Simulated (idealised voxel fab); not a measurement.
The name of this process module is voxel spacer lines.
Square cell edge 5 nm, section width 195 nm, ID cut.
Cross-section = grid of square cells, listed top down in bands; band = one or more rows.
What a band's entry tells you: where the top is and where the bottom is, as heights in nm, and after that what lies inside, material by material from left to right, each with its width in nm. Empty space is written as the word "air", and a single material marked with the word "everywhere" occupies the band from edge to edge.
Note: height 0 marks the level under which the wafer is uniformly one material as received. Lowest band unbounded below, written "z 0 and below".
Width spec "30..40" -> top row of cells at first value, bottom row at second value, equal per-row change in between.
"no change occurred" (step): cross-section cells unchanged, all of them.
"Enclosed voids" contains a list of empty spaces, each no smaller than 8 cells and without an open way to the top, written in the form width x height at distance with the distance from the left edge and all three in nm.
Where a step's line continues beyond its settings, the continuation is a remark by the simulator itself on that step.
If you see "overlay nm" on a step's line and that step has a mask, it's telling you how far right of where it was planned the mask ended up; a negative number means it went left instead.
**Steps planned for the process**
1 RECEIVE | material Si
2 CONFORMAL_DEP | material SiO2 | thk nm 10
3 DIRECTIONAL_DEP | material polySi | thk nm 10
4 DIRECTIONAL_DEP | material aC | thk nm 30
5 PATTERN | tone cover | mask id MANDREL | material resist | width nm 25 | pitch nm 70 | thk nm 35 | overlay nm 0
6 DIRECTIONAL_ETCH | etch materials aC | depth nm 30
7 STRIP | etch materials resist
8 CONFORMAL_DEP | material SiN | thk nm 10
9 DIRECTIONAL_ETCH | etch materials SiN | depth nm 10
10 STRIP | etch materials aC
11 DIRECTIONAL_ETCH | etch materials polySi | depth nm 10
12 STRIP | etch materials SiN
**Wafer as received: cross-section following step 1**
z 0 and below  Si everywhere
Enclosed voids: none
**Here's the cross-section of the first of our two wafers at the end of the module - it ran as planned**
z 20 to 10  air 5; polySi 10; air 25; polySi 10; air 25; polySi 10; air 25; polySi 10; air 25; polySi 10; air 25; polySi 10; air 5
z 10 to 0  SiO2 everywhere
z 0 and below  Si everywhere
Enclosed voids: none
**Cross-sectional view: second of two wafers, end of module; start and plan identical to the first, one mistake in running**
z 20 to 10  SiO2 everywhere
z 10 to 0  polySi everywhere
z 0 and below  Si everywhere
Enclosed voids: none
Error vs. plan: the processing plan was not followed for steps 2 and 3, which were run with their positions exchanged
at the end the second wafer has, in cells: +54 polySi
